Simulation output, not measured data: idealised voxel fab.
process module | voxel self aligned vias
cross-section cut | 255 nm wide | cells 5 nm
A cross-section is a grid of square cells, given in bands from the top down. A band is one or more rows of cells.
Each band's line starts with the height of the band's top and of its bottom, in nm. Then come its materials from left to right, each with its width in nm. One material with "throughout" fills the band from edge to edge. "air" is empty space.
Height 0 is the level under which the wafer as received is all one material. The lowest band goes on downwards, as in "0 down".
A width such as "30 to 40" changes by the same amount from each row of cells to the next, from the band's top row to its bottom row.
"no change" after a step means that no cell of the cross-section changed.
closed voids: empty space of 8 cells or more with no open way to the top, each as width x height at its distance from the left edge, in nm
after a step's settings: what the simulator itself notes on the step
overlay nm, on a step with a mask: how far to the right of its planned place the mask lay; to the left if negative
plan
1 op RECEIVE | material Si
2 op CONFORMAL_DEP | material SiO2 | thk nm 15
3 op CONFORMAL_DEP | material SiCN | thk nm 5
4 op DIRECTIONAL_DEP | material SiO2 | thk nm 20
5 op PATTERN | tone open | mask id LINES | material resist | width nm 30 | pitch nm 80 | thk nm 20 | overlay nm 0
6 op DIRECTIONAL_ETCH | etch materials SiO2 | depth nm 20
7 op STRIP | etch materials resist
8 op CONFORMAL_DEP | material TiN | thk nm 5
9 op FILL_DEP | material W | thk nm 10
10 op CMP | height nm 40
11 op SELECTIVE_ETCH | etch materials W Ru TiN | depth nm 5
12 op FILL_DEP | material SiN | thk nm 10
13 op CMP | height nm 40
14 op DIRECTIONAL_DEP | material SiO2 | thk nm 20
15 op DIRECTIONAL_DEP | material aC | thk nm 15
16 op PATTERN | tone open | mask id VIAS | material resist | width nm 40 | thk nm 30 | overlay nm 0
17 op DIRECTIONAL_ETCH | etch materials aC | depth nm 15
18 op STRIP | etch materials resist
19 op DIRECTIONAL_ETCH | etch materials SiO2 | depth nm 20
20 op DIRECTIONAL_ETCH | etch materials SiN | depth nm 5
21 op STRIP | etch materials aC
22 op CONFORMAL_DEP | material TiN | thk nm 5
23 op FILL_DEP | material Cu | thk nm 5
24 op CMP | height nm 60
25 op CONFORMAL_DEP | material SiN | thk nm 5
varied across the wafers: width nm of step 16. The plan shows the first wafer's value. All wafers start alike
first wafer as received, after step 1
  0 down: Si throughout
  closed voids: none
each wafer at the end: cells of each material gained (+) or lost (-) since it was received, then its closed voids
width nm 40 | +22 Cu | +51 SiCN | +57 SiN | +481 SiO2 | +36 TiN | +16 W | closed voids: none
width nm 45 | +25 Cu | +51 SiCN | +57 SiN | +477 SiO2 | +37 TiN | +16 W | closed voids: none
width nm 50 | +28 Cu | +51 SiCN | +57 SiN | +473 SiO2 | +38 TiN | +16 W | closed voids: none
width nm 55 | +31 Cu | +51 SiCN | +57 SiN | +469 SiO2 | +39 TiN | +16 W | closed voids: none
width nm 60 | +34 Cu | +51 SiCN | +57 SiN | +465 SiO2 | +40 TiN | +16 W | closed voids: none
width nm 65 | +37 Cu | +51 SiCN | +57 SiN | +461 SiO2 | +41 TiN | +16 W | closed voids: none
